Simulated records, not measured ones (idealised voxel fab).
The process module that follows is named voxel plated lines.
Shown is cross-section cut, with a width of 175 nm and square cells of size 5 nm.
Notation: cross-section as square-cell grid; stated in bands, top first, going down; one or more cell rows per band. Heights first: top, then bottom, in nm. Then materials, left to right, each with a width in nm. "edge to edge" on a single material: fills the band edge to edge. "empty": empty space. Heights from 0 (as-received wafer is one material below). Bottom band endless downward, as "0..down". Width: "30->40" (first number = top row, second number = bottom row, same change from row to row of cells). Any step labelled "changes: none" changed none of the cells in the cross-section. Enclosed cavity list: empty space of 8 cells or more with no open way to the top, each as width x height at its distance from the left edge, in nm. The remark found on a step's line after its settings is issued by the simulator itself and pertains to that step. On any step carrying a mask, the "overlay nm" setting, if present on the step's line, tells how far right of its planned place the mask lay; negative values point to the left.

THE FOLLOWING LIST GIVES THE PLANNED PROCESS STEPS
| 1 | RECEIVE, material Si |
| 2 | CONFORMAL_DEP, material SiO2, thk nm 5 |
| 3 | DIRECTIONAL_DEP, material TiN, thk nm 5 |
| 4 | PATTERN, tone open, mask id LINES, material resist, width nm 15, pitch nm 35, thk nm 20, overlay nm 0 |
| 5 | EPI, material Ru, thk nm 10 |
| 6 | STRIP, etch materials resist |
| 7 | DIRECTIONAL_ETCH, etch materials TiN, depth nm 5 |
| 8 | CONFORMAL_DEP, material SiCN, thk nm 10 |

WHAT FOLLOWS COVERS THE FIRST OF TWO WAFERS; IT RAN AS PLANNED

AS RECEIVED (POST STEP 1): CROSS-SECTION
* 0..down | Si edge to edge
* Enclosed cavity list: none

AFTER STEP 2
* 5..0 | SiO2 edge to edge
* Under 0: no change, same as before.

AFTER STEP 3
* 10..5 | TiN edge to edge
* Under 5: no change, same as before.

AFTER STEP 4
* 30..10 | resist 25, empty 15, resist 20, empty 15, resist 20, empty 15, resist 20, empty 15, resist 30
* Under 10: no change, same as before.

AFTER STEP 5
* 30..20 | resist 25, empty 15, resist 20, empty 15, resist 20, empty 15, resist 20, empty 15, resist 30
* 20..10 | resist 25, Ru 15, resist 20, Ru 15, resist 20, Ru 15, resist 20, Ru 15, resist 30
* Under 10: no change, same as before.

AFTER STEP 6
* 20..10 | empty 25, Ru 15, empty 20, Ru 15, empty 20, Ru 15, empty 20, Ru 15, empty 30
* Under 10: no change, same as before.

AFTER STEP 7
* 20..10 | empty 25, Ru 15, empty 20, Ru 15, empty 20, Ru 15, empty 20, Ru 15, empty 30
* 10..5 | empty 25, TiN 15, empty 20, TiN 15, empty 20, TiN 15, empty 20, TiN 15, empty 30
* Under 5: no change, same as before.

AFTER STEP 8
* 30..20 | empty 15, SiCN 140, empty 20
* 20..15 | empty 15, SiCN 10, Ru 15, SiCN 20, Ru 15, SiCN 20, Ru 15, SiCN 20, Ru 15, SiCN 10, empty 20
* 15..10 | SiCN 25, Ru 15, SiCN 20, Ru 15, SiCN 20, Ru 15, SiCN 20, Ru 15, SiCN 30
* 10..5 | SiCN 25, TiN 15, SiCN 20, TiN 15, SiCN 20, TiN 15, SiCN 20, TiN 15, SiCN 30
* Under 5: no change, same as before.

SECOND WAFER: LIKE START, LIKE PLAN, ONE MISTAKE. THROUGH STEP 3 IT MATCHES THE FIRST WAFER

X-SECTION, SECOND WAFER, WHEN STEP 4 WAS DUE TO FINISH
* 30..10 | resist 25, empty 20, resist 15, empty 20, resist 15, empty 20, resist 15, empty 20, resist 25
* Under 10: no change, same as before.

X-SECTION, SECOND WAFER, WHEN STEP 5 WAS DUE TO FINISH
* 30..20 | resist 25, empty 20, resist 15, empty 20, resist 15, empty 20, resist 15, empty 20, resist 25
* 20..10 | resist 25, Ru 20, resist 15, Ru 20, resist 15, Ru 20, resist 15, Ru 20, resist 25
* Under 10: no change, same as before.

X-SECTION, SECOND WAFER, WHEN STEP 6 WAS DUE TO FINISH
* 20..10 | empty 25, Ru 20, empty 15, Ru 20, empty 15, Ru 20, empty 15, Ru 20, empty 25
* Under 10: no change, same as before.

X-SECTION, SECOND WAFER, WHEN STEP 7 WAS DUE TO FINISH
* 20..10 | empty 25, Ru 20, empty 15, Ru 20, empty 15, Ru 20, empty 15, Ru 20, empty 25
* 10..5 | empty 25, TiN 20, empty 15, TiN 20, empty 15, TiN 20, empty 15, TiN 20, empty 25
* Under 5: no change, same as before.

X-SECTION, SECOND WAFER, WHEN STEP 8 WAS DUE TO FINISH
* 30..20 | empty 15, SiCN 145, empty 15
* 20..15 | empty 15, SiCN 10, Ru 20, SiCN 15, Ru 20, SiCN 15, Ru 20, SiCN 15, Ru 20, SiCN 10, empty 15
* 15..10 | SiCN 25, Ru 20, SiCN 15, Ru 20, SiCN 15, Ru 20, SiCN 15, Ru 20, SiCN 25
* 10..5 | SiCN 25, TiN 20, SiCN 15, TiN 20, SiCN 15, TiN 20, SiCN 15, TiN 20, SiCN 25
* Under 5: no change, same as before.
Short version of what went wrong: note that step 4 departed from the planned setting and was carried out as PATTERN, tone open, mask id LINES, material resist, width nm 20, pitch nm 35, thk nm 20, overlay nm 0
Materials where the second wafer ends with more or fewer cells than the first: +8 Ru; -9 SiCN; +4 TiN
